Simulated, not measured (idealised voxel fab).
Process module name: voxel self aligned vias
280 nm wide, 5 nm square cells: that's cross-section cut.
This document writes a cross-section as a grid whose cells are square, and gives it as bands, listed from the top down; one or more rows of cells form a band.
Read a band's entry like this: the first values are the height of its top and the height of its bottom in nm, and what follows is the sequence of materials from left to right, each with its width in nm. Note that "blank" is empty space, and that a single material marked "edge to edge" reaches across the band from edge to edge.
Height 0 is the level under which the wafer as received is all one material. The lowest band goes on downwards, as in "top 0, no bottom".
The expression "30->40" gives the width at the extremes of the band, the first number at its top row of cells and the second at its bottom row, with the width changing by equal amounts from each row to the next in between.
Step marked "no alterations made"? Then no cell in the cross-section changed in it.
Empty spaces without an open route to the top, at least 8 cells in extent, make up the entry "Voids, sealed"; each is given as width x height at distance, where the distance is measured from the left edge, and all are in nm.
Post-settings text on a step line: simulator's own remark regarding the step.
The optional step-line setting "overlay nm" applies to steps with a mask and quantifies how far to the right of its planned location the mask lay, a negative value indicating leftward placement.
# Planned step list for the process
1 RECEIVE, material Si
2 CONFORMAL_DEP, material SiO2, thk nm 10
3 CONFORMAL_DEP, material SiCN, thk nm 5
4 DIRECTIONAL_DEP, material SiO2, thk nm 30
5 MASKED_ETCH, tone open, mask id LINES, width nm 30, pitch nm 70, etch materials SiO2, depth nm 30, overlay nm 0
6 CONFORMAL_DEP, material TiN, thk nm 5
7 FILL_DEP, material Ru, thk nm 10
8 CMP, height nm 45
9 SELECTIVE_ETCH, etch materials W Ru TiN, depth nm 5
10 FILL_DEP, material SiN, thk nm 5
11 CMP, height nm 45
12 DIRECTIONAL_DEP, material SiO2, thk nm 20
13 MASKED_ETCH, tone open, mask id VIAS, width nm 40, etch materials SiO2, depth nm 20, overlay nm 0
14 MASKED_ETCH, tone open, mask id VIAS, width nm 50, etch materials SiN, depth nm 5, overlay nm 0
15 CONFORMAL_DEP, material TiN, thk nm 5
16 FILL_DEP, material W, thk nm 10
17 CMP, height nm 65
18 CONFORMAL_DEP, material SiCN, thk nm 5
Every wafer here starts from the same state; it is the step 13 width nm that distinguishes them, and the value the plan gives belongs to the first wafer.
# As received, i.e. after step 1: cross-section through the first of several wafers
	top 0, no bottom: Si edge to edge
	Voids, sealed: none
# Wafer rows, end of module: cells per material gained (+) or lost (-) since receipt; closed voids last
width nm 40 | +32 Ru | +112 SiCN | +6 SiN | +568 SiO2 | +44 TiN | +22 W | Voids, sealed: none
width nm 45 | +32 Ru | +112 SiCN | +6 SiN | +564 SiO2 | +45 TiN | +25 W | Voids, sealed: none
width nm 50 | +32 Ru | +112 SiCN | +6 SiN | +560 SiO2 | +46 TiN | +28 W | Voids, sealed: none
width nm 55 | +32 Ru | +112 SiCN | +6 SiN | +556 SiO2 | +47 TiN | +31 W | Voids, sealed: none
width nm 60 | +32 Ru | +112 SiCN | +6 SiN | +552 SiO2 | +48 TiN | +34 W | Voids, sealed: none
width nm 65 | +32 Ru | +112 SiCN | +6 SiN | +548 SiO2 | +49 TiN | +37 W | Voids, sealed: none
